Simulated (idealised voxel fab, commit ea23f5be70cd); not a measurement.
The process module presented herein is designated voxel self aligned contacts.
The figure presents cross-section cut, which has a width of 230 nm and is divided into square cells with an edge length of 5 nm.
How to read a cross-section here: the picture is a grid of square cells, written as bands going from the top down, and any band can span one or more rows of cells. Look at the band entry: it leads with the top's height and the bottom's height in nm. Then it lists the materials left to right, with a width in nm for each. The word "everywhere" on a single material says that material fills the band edge to edge. The word "empty" is empty space. Zero point of the height axis is 0; under it, received wafer = one material. Lowest band: continues down indefinitely, "0..down". You'd read "30 to 40" like this: the band's top row of cells is as wide as the first number, its bottom row is as wide as the second, and going down, every row changes width by the same amount as the row before did. Key: "everything unchanged" - step with no changed cell in the cross-section. This entry, "Unvented cavities", enumerates those empty regions of no fewer than 8 cells that possess no open connection to the top. Each region is reported in the form width x height at distance, the distance being taken from the left edge, with all three quantities expressed in nm. The remark found on a step's line after its settings is issued by the simulator itself and pertains to that step. Among the settings permitted on a step's line is "overlay nm"; applied to a step with a mask, it specifies the extent to which the mask lay to the right of its planned position, whereas a negative figure signifies a position to the left.
**Process steps foreseen in the plan**
1,RECEIVE [material Si]
2,CONFORMAL_DEP [material SiO2] [thk nm 5]
3,DIRECTIONAL_DEP [material polySi] [thk nm 20]
4,DIRECTIONAL_DEP [material SiN] [thk nm 15]
5,DIRECTIONAL_DEP [material aC] [thk nm 15]
6,PATTERN [tone cover] [mask id GATE] [material resist] [width nm 25] [pitch nm 50] [thk nm 30] [overlay nm 0]
7,DIRECTIONAL_ETCH [etch materials aC] [depth nm 15]
8,STRIP [etch materials resist]
9,DIRECTIONAL_ETCH [etch materials SiN] [depth nm 15]
10,DIRECTIONAL_ETCH [etch materials polySi] [depth nm 20]
11,STRIP [etch materials aC]
12,CONFORMAL_DEP [material SiN] [thk nm 5]
13,DIRECTIONAL_ETCH [etch materials SiN] [depth nm 5]
14,FILL_DEP [material SiO2] [thk nm 15]
15,CMP [height nm 50]
16,PATTERN [tone open] [mask id CONTACT] [material resist] [width nm 35] [thk nm 15] [overlay nm 0]
17,DIRECTIONAL_ETCH [etch materials SiO2] [depth nm 50]
18,STRIP [etch materials resist]
19,CONFORMAL_DEP [material TiN] [thk nm 5]
20,FILL_DEP [material Ru] [thk nm 10]
21,CMP [height nm 50]
22,CONFORMAL_DEP [material SiN] [thk nm 5]
**Delivered wafer in cross-section: state after step 1**
    0..down | Si everywhere
    Unvented cavities: none
**Cross-sectional view of the first of the two wafers upon completion of the module, processed in accordance with the plan**
    55..50 | SiN everywhere
    50..40 | 95 SiO2, 5 to 15 TiN, 25 to 5 Ru, 5 to 15 TiN, 100 SiO2
    40..25 | 70 SiO2, 35 SiN, 5 TiN, 5 Ru, 5 TiN, 35 SiN, 75 SiO2
    25..5 | 70 SiO2, 5 SiN, 25 polySi, 5 SiN, 5 TiN, 5 Ru, 5 TiN, 5 SiN, 25 polySi, 5 SiN, 75 SiO2
    5..0 | 105 SiO2, 15 TiN, 110 SiO2
    0..down | Si everywhere
    Unvented cavities: none
**End of module, second wafer, cross-section. Started like the first, planned like the first, run with one mistake**
    55..50 | SiN everywhere
    50..40 | 95 SiO2, 5 to 10 TiN, 25 to 5 Ru, 5 to 20 TiN, 100 SiO2
    40..25 | 65 SiO2, 35 SiN, 5 TiN, 5 Ru, 5 TiN, 35 SiN, 80 SiO2
    25..5 | 65 SiO2, 5 SiN, 25 polySi, 5 SiN, 5 TiN, 5 Ru, 5 TiN, 5 SiN, 25 polySi, 5 SiN, 80 SiO2
    5..0 | 100 SiO2, 15 TiN, 115 SiO2
    0..down | Si everywhere
    Unvented cavities: none
Error vs. plan: step 6 went in with a setting other than planned; the actual run was PATTERN [tone cover] [mask id GATE] [material resist] [width nm 25] [pitch nm 50] [thk nm 30] [overlay nm -5]
The concluding comparison shows that, measured in cells, each material is equally abundant on both wafers, albeit at different positions.
